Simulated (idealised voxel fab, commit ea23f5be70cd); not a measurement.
process module | voxel wiring stack
cross-section cut | 205 nm wide | cells 5 nm
A cross-section is a grid of square cells, given in bands from the top down. A band is one or more rows of cells.
Each band's line starts with the height of the band's top and of its bottom, in nm. Then come its materials from left to right, each with its width in nm. One material with "throughout" fills the band from edge to edge. "air" is empty space.
Height 0 is the level under which the wafer as received is all one material. The lowest band goes on downwards, as in "0 down".
A width such as "30 to 40" changes by the same amount from each row of cells to the next, from the band's top row to its bottom row.
"no change" after a step means that no cell of the cross-section changed.
closed voids: empty space of 8 cells or more with no open way to the top, each as width x height at its distance from the left edge, in nm
after a step's settings: what the simulator itself notes on the step
overlay nm, on a step with a mask: how far to the right of its planned place the mask lay; to the left if negative
plan
1 op RECEIVE | material Si
2 op CONFORMAL_DEP | material SiO2 | thk nm 10
3 op DIRECTIONAL_DEP | material TiN | thk nm 5
4 op DIRECTIONAL_DEP | material W | thk nm 20
5 op PATTERN | tone cover | mask id METAL_1 | material resist | width nm 30 | pitch nm 50 | thk nm 20 | overlay nm 0
6 op DIRECTIONAL_ETCH | etch materials W | depth nm 20
7 op DIRECTIONAL_ETCH | etch materials TiN | depth nm 5
8 op STRIP | etch materials resist
9 op FILL_DEP | material SiO2 | thk nm 10
10 op CMP | height nm 35
11 op CONFORMAL_DEP | material SiCN | thk nm 5
12 op DIRECTIONAL_DEP | material lowk | thk nm 30
13 op PATTERN | tone open | mask id METAL_2_HOLES | material resist | width nm 15 | pitch nm 50 | thk nm 20 | overlay nm 0
14 op DIRECTIONAL_ETCH | etch materials lowk | depth nm 30
15 op STRIP | etch materials resist
16 op PATTERN | tone open | mask id METAL_2 | material resist | width nm 30 | pitch nm 50 | thk nm 15 | overlay nm 0
17 op DIRECTIONAL_ETCH | etch materials lowk | depth nm 15
18 op DIRECTIONAL_ETCH | etch materials SiCN | depth nm 5
19 op STRIP | etch materials resist
20 op CONFORMAL_DEP | material TiN | thk nm 5
21 op FILL_DEP | material Ru | thk nm 5
22 op CMP | height nm 70
23 op CONFORMAL_DEP | material SiCN | thk nm 5
24 op DIRECTIONAL_DEP | material SiO2 | thk nm 25
25 op PATTERN | tone open | mask id METAL_3_HOLES | material resist | width nm 15 | pitch nm 50 | thk nm 20 | overlay nm 0
26 op DIRECTIONAL_ETCH | etch materials SiO2 | depth nm 25
27 op STRIP | etch materials resist
28 op DIRECTIONAL_DEP | material aC | thk nm 15
29 op PATTERN | tone open | mask id METAL_3 | material resist | width nm 30 | pitch nm 50 | thk nm 35 | overlay nm 0
30 op DIRECTIONAL_ETCH | etch materials aC | depth nm 15
31 op STRIP | etch materials resist
32 op DIRECTIONAL_ETCH | etch materials SiO2 | depth nm 15
33 op DIRECTIONAL_ETCH | etch materials SiCN | depth nm 5
34 op STRIP | etch materials aC
35 op CONFORMAL_DEP | material TiN | thk nm 5
36 op FILL_DEP | material Cu | thk nm 10
37 op CMP | height nm 100
38 op CONFORMAL_DEP | material SiCN | thk nm 5
39 op DIRECTIONAL_DEP | material lowk | thk nm 35
40 op DIRECTIONAL_DEP | material aC | thk nm 15
41 op PATTERN | tone open | mask id METAL_4 | material resist | width nm 30 | pitch nm 50 | thk nm 30 | overlay nm 0
42 op DIRECTIONAL_ETCH | etch materials aC | depth nm 15
43 op STRIP | etch materials resist
44 op DIRECTIONAL_ETCH | etch materials lowk | depth nm 20
45 op STRIP | etch materials aC
46 op PATTERN | tone open | mask id METAL_4_HOLES | material resist | width nm 15 | pitch nm 50 | thk nm 20 | overlay nm 0
47 op DIRECTIONAL_ETCH | etch materials lowk | depth nm 15
48 op DIRECTIONAL_ETCH | etch materials SiCN | depth nm 5
49 op STRIP | etch materials resist
50 op CONFORMAL_DEP | material TiN | thk nm 5
51 op FILL_DEP | material Ru | thk nm 5
52 op CMP | height nm 140
53 op CONFORMAL_DEP | material SiCN | thk nm 5
as received, after step 1
  0 down: Si throughout
  closed voids: none
a wafer at the end: this start, this plan, one mistake
  145 to 140: SiCN throughout
  140 to 125: lowk 60 | TiN 5 | Ru 20 | TiN 5 | lowk 20 | TiN 5 | Ru 20 | TiN 5 | lowk 65
  125 to 120: lowk 60 | TiN 5 | Ru 5 | TiN 20 | lowk 20 | TiN 5 | Ru 5 | TiN 20 | lowk 65
  120 to 105: lowk 60 | TiN 5 | Ru 5 | TiN 5 | lowk 35 | TiN 5 | Ru 5 | TiN 5 | lowk 80
  105 to 95: SiCN 60 | TiN 15 to 30 | SiCN 35 to 20 | TiN 15 to 30 | SiCN 80 to 65
  95 to 70: SiO2 throughout
  70 to 60: lowk 60 | TiN 5 | Ru 20 | TiN 5 | lowk 20 | TiN 5 | Ru 20 | TiN 5 | lowk 65
  60 to 55: lowk 60 | TiN 5 | Ru 5 | TiN 20 | lowk 20 | TiN 5 | Ru 5 | TiN 20 | lowk 65
  55 to 40: lowk 60 | TiN 5 | Ru 5 | TiN 5 | lowk 35 | TiN 5 | Ru 5 | TiN 5 | lowk 80
  40 to 35: SiCN 60 | TiN 15 | SiCN 35 | TiN 15 | SiCN 80
  35 to 15: SiO2 60 | W 30 | SiO2 20 | W 30 | SiO2 65
  15 to 10: SiO2 60 | TiN 30 | SiO2 20 | TiN 30 | SiO2 65
  10 to 0: SiO2 throughout
  0 down: Si throughout
  closed voids: none
what went wrong: steps 23 and 24 were swapped
